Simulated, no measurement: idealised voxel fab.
Module name: voxel wiring stack (process module)
Cross-sectional view cut (width: 225 nm; square cell size: 5 nm).
Cross-section, as written here: a square-cell grid given band by band from the top down, where a band holds one or more rows of cells.
For a band, the entry starts with two heights in nm, that of the top and then that of the bottom, and carries on with the band's materials in order from left to right, each alongside its width in nm; the word "edge to edge" beside a single material means it fills the band edge to edge, and "air" means empty space.
Basically, 0 is our baseline, since under it the wafer straight out of the box is all one material. The bottom band has no lower end and keeps on going down, so it looks like "0 and below".
The two numbers in a width such as "30 to 40" mark its ends across the band: the first belongs to the top row of cells, the second to the bottom row, and from each row to the next the width moves by the same amount.
Reading "no modifications" for a step: not a cell of the cross-section changed in it.
Listed in "Cavities, sealed": every empty space of 8 or more cells without an open way to the top. Form: width x height at distance, the distance being from the left edge, all in nm.
The remark found on a step's line after its settings is issued by the simulator itself and pertains to that step.
overlay nm: where the mask lay relative to plan, measured to the right, on steps with a mask; negatives go left.

### The following list gives the planned process steps
1) RECEIVE [material Si]
2) CONFORMAL_DEP [material SiO2] [thk nm 10]
3) CONFORMAL_DEP [material SiN] [thk nm 5]
4) DIRECTIONAL_DEP [material lowk] [thk nm 15]
5) MASKED_ETCH [tone open] [mask id METAL_1] [width nm 20] [pitch nm 35] [etch materials lowk] [depth nm 15] [overlay nm 0]
6) MASKED_ETCH [tone open] [mask id METAL_1] [width nm 20] [pitch nm 35] [etch materials SiN] [depth nm 5] [overlay nm 0]
7) CONFORMAL_DEP [material TiN] [thk nm 5]
8) FILL_DEP [material Ru] [thk nm 5]
9) CMP [height nm 30]
10) CONFORMAL_DEP [material SiCN] [thk nm 5]
11) DIRECTIONAL_DEP [material SiO2] [thk nm 20]
12) MASKED_ETCH [tone open] [mask id PLUG_1] [width nm 15] [pitch nm 35] [etch materials SiO2] [depth nm 20] [overlay nm 0]
13) MASKED_ETCH [tone open] [mask id PLUG_1] [width nm 15] [pitch nm 35] [etch materials SiCN] [depth nm 5] [overlay nm 0]
14) CONFORMAL_DEP [material TiN] [thk nm 5]
15) FILL_DEP [material Ru] [thk nm 10]
16) CMP [height nm 55]
17) CONFORMAL_DEP [material SiCN] [thk nm 5]
18) DIRECTIONAL_DEP [material lowk] [thk nm 20]
19) PATTERN [tone open] [mask id METAL_2] [material resist] [width nm 20] [pitch nm 35] [thk nm 20] [overlay nm 0]
20) DIRECTIONAL_ETCH [etch materials lowk] [depth nm 20]
21) DIRECTIONAL_ETCH [etch materials SiCN] [depth nm 5]
22) STRIP [etch materials resist]
23) CONFORMAL_DEP [material TiN] [thk nm 5]
24) FILL_DEP [material W] [thk nm 5]
25) CMP [height nm 80]
26) CONFORMAL_DEP [material SiCN] [thk nm 5]
27) DIRECTIONAL_DEP [material SiO2] [thk nm 15]
28) PATTERN [tone open] [mask id PLUG_2] [material resist] [width nm 15] [pitch nm 35] [thk nm 20] [overlay nm 0]
29) DIRECTIONAL_ETCH [etch materials SiO2] [depth nm 15]
30) DIRECTIONAL_ETCH [etch materials SiCN] [depth nm 5]
31) STRIP [etch materials resist]
32) EPI [material Ru] [thk nm 10]
33) EPI [material Ru] [thk nm 10]
34) DIRECTIONAL_DEP [material TiN] [thk nm 5]
35) DIRECTIONAL_DEP [material Ru] [thk nm 25]
36) MASKED_ETCH [tone cover] [mask id METAL_3] [width nm 20] [pitch nm 35] [etch materials Ru] [depth nm 25] [overlay nm 0]
37) MASKED_ETCH [tone cover] [mask id METAL_3] [width nm 20] [pitch nm 35] [etch materials TiN] [depth nm 5] [overlay nm 0]
38) CONFORMAL_DEP [material SiCN] [thk nm 5]
39) FILL_DEP [material lowk] [thk nm 5]
40) CMP [height nm 130]
41) CONFORMAL_DEP [material SiCN] [thk nm 5]
Split variable: thk nm, step 3. Plan value = first wafer. Wafers start alike.

### Incoming state of the first of several wafers in cross-section: after step 1
0 and below  Si edge to edge
Cavities, sealed: none

### For your reference, the table is organized with a row per wafer; each row reflects the wafer at the end of the module, indicating for each material the cells gained (+) or lost (-) since receipt, and thereafter its closed voids
thk nm 5, +126 Ru, +213 SiCN, +33 SiN, +342 SiO2, +111 TiN, +24 W, +366 lowk, Cavities, sealed: none
thk nm 10, +120 Ru, +213 SiCN, +78 SiN, +342 SiO2, +105 TiN, +24 W, +333 lowk, Cavities, sealed: none
thk nm 15, +114 Ru, +213 SiCN, +123 SiN, +342 SiO2, +99 TiN, +24 W, +300 lowk, Cavities, sealed: none
thk nm 20, +108 Ru, +213 SiCN, +168 SiN, +342 SiO2, +93 TiN, +24 W, +267 lowk, Cavities, sealed: none
